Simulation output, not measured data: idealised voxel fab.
The following process module bears the name voxel released beams.
Displayed cross-section: cut, width of 215 nm, square cells sized 5 nm.
Cross-sections here: square-cell grids, written as top-down lists of bands, a band being one or more rows of cells.
In this notation a band is specified by the heights of its top and bottom, in that order and in nm, after which its materials appear from left to right, each paired with its width in nm. The word "all across" attached to a single material means that material fills the band from edge to edge; the word "air" stands for empty space.
Zero point of the height axis is 0; under it, received wafer = one material. Lowest band: continues down indefinitely, "0 and below".
A width such as "30 to 40" changes by the same amount from each row of cells to the next, from the band's top row to its bottom row.
"changes: none" (step): cross-section cells unchanged, all of them.
Basically, "Closed internal voids" tells you about the enclosed voids: empty spaces with no open way to the top, 8 cells or bigger, each written width x height at distance, where distance is from the left edge, all in nm.
On a step's line, text after the settings is the simulator commenting on that step.
"overlay nm" answers the question of how far to the right of plan the mask lay on a step that has a mask, and when it is negative the answer is to the left.
The following list gives the planned process steps:
step 1: RECEIVE, material Si
step 2: CONFORMAL_DEP, material Al2O3, thk nm 5
step 3: DIRECTIONAL_DEP, material SiO2, thk nm 10
step 4: PATTERN, tone open, mask id ANCHOR, material resist, width nm 45, thk nm 15, overlay nm 0
step 5: DIRECTIONAL_ETCH, etch materials SiO2, depth nm 10
step 6: STRIP, etch materials resist
step 7: CONFORMAL_DEP, material polySi, thk nm 15
step 8: PATTERN, tone cover, mask id BEAM, material resist, width nm 125, thk nm 15, overlay nm 0
step 9: DIRECTIONAL_ETCH, etch materials polySi, depth nm 15
step 10: STRIP, etch materials resist
step 11: STRIP, etch materials SiO2
Wafer cross-section on receipt, i.e. after step 1:
- 0 and below: Si all across
- Closed internal voids: none
End-of-module XS, first of two wafers, run as planned:
- 30 down to 20: air=40 / polySi=20 / air=15 / polySi=90 / air=50
- 20 down to 15: air=40 / polySi=125 / air=50
- 15 down to 5: air=45 / polySi=45 / air=125
- 5 down to 0: Al2O3 all across
- 0 and below: Si all across
- Closed internal voids: none
Second wafer at the end: like start, like plan, one mistake:
- 45 down to 30: air=40 / polySi=125 / air=50
- 30 down to 15: polySi all across
- 15 down to 5: SiO2=45 / polySi=45 / SiO2=125
- 5 down to 0: Al2O3 all across
- 0 and below: Si all across
- Closed internal voids: none
Deviation from plan: in the plan, step 7 was performed twice
In the final state, the cell counts of the second wafer exceed or fall short of those of the first for the following materials: SiO2: 68 more, polySi: 135 more
